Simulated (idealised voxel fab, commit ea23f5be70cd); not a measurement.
The process module presented herein is designated voxel self aligned contacts.
Section shown: cut. Width: 205 nm. Cell size: 5 nm, square.
Think of the cross-section as a grid of square cells. We describe it in bands, top to bottom, and each band covers one or more rows of those cells. This entry defines a band. It first specifies the height of the band's top and the height of its bottom in nm, and then specifies the band's materials from left to right, stating each material with its width in nm. The word "full width" identifies a single material that fills the band from edge to edge, while the word "blank" identifies empty space. Where do heights start? At 0: under that level the wafer as delivered is made of one material only. And the lowest band has no floor; it just carries on downward, as in "0 down". A two-number width, for instance "30->40", indicates that the width is equal to the first number in the top row of the band and to the second number in the bottom row, and that it changes by a constant amount per row of cells. Basically "no modifications" means that step didn't change any cell in the cross-section. In the "Closed void catalog" entry, you get each enclosed empty space of 8 cells or more, one with no open way to the top, written width x height at distance, distance from the left edge, in nm. Whatever follows a step's settings on its line is a remark the simulator itself makes about that step. You can add "overlay nm" to a step's line. For a step with a mask, it describes how far the mask lay to the right of its planned position, and a negative number describes a lay to the left.

-- Listed below are the process steps as planned
step 1: RECEIVE [material Si]
step 2: OXIDIZE [depth nm 5]
step 3: DIRECTIONAL_DEP [material polySi] [thk nm 20]
step 4: DIRECTIONAL_DEP [material SiN] [thk nm 20]
step 5: PATTERN [tone cover] [mask id GATE] [material resist] [width nm 35] [pitch nm 65] [thk nm 20] [overlay nm 0]
step 6: DIRECTIONAL_ETCH [etch materials SiN] [depth nm 20]
step 7: DIRECTIONAL_ETCH [etch materials polySi] [depth nm 20]
step 8: STRIP [etch materials resist]
step 9: CONFORMAL_DEP [material SiN] [thk nm 5]
step 10: DIRECTIONAL_ETCH [etch materials SiN] [depth nm 5]
step 11: FILL_DEP [material SiO2] [thk nm 15]
step 12: CMP [height nm 50]
step 13: PATTERN [tone open] [mask id CONTACT] [material resist] [width nm 40] [pitch nm 65] [thk nm 15] [overlay nm 0]
step 14: DIRECTIONAL_ETCH [etch materials SiO2] [depth nm 55]
step 15: STRIP [etch materials resist]
step 16: CONFORMAL_DEP [material TiN] [thk nm 5]
step 17: FILL_DEP [material W] [thk nm 5]
step 18: CMP [height nm 50]
step 19: CONFORMAL_DEP [material SiN] [thk nm 5]
Split variable: thk nm, step 16. Plan value = first wafer. Wafers start alike.

-- As received, i.e. after step 1: cross-section through the first of several wafers
  0 down: Si full width
  Closed void catalog: none

-- wafer rows; end of module; cells per material since receipt: (+) gained, (-) lost; then closed voids
thk nm 5, -41 Si, +173 SiN, +131 SiO2, +56 TiN, +48 W, +84 polySi, Closed void catalog: none
thk nm 10, -41 Si, +173 SiN, +131 SiO2, +104 TiN, +84 polySi, Closed void catalog: none
thk nm 15, -41 Si, +173 SiN, +131 SiO2, +104 TiN, +84 polySi, Closed void catalog: none
thk nm 20, -41 Si, +173 SiN, +131 SiO2, +104 TiN, +84 polySi, Closed void catalog: none
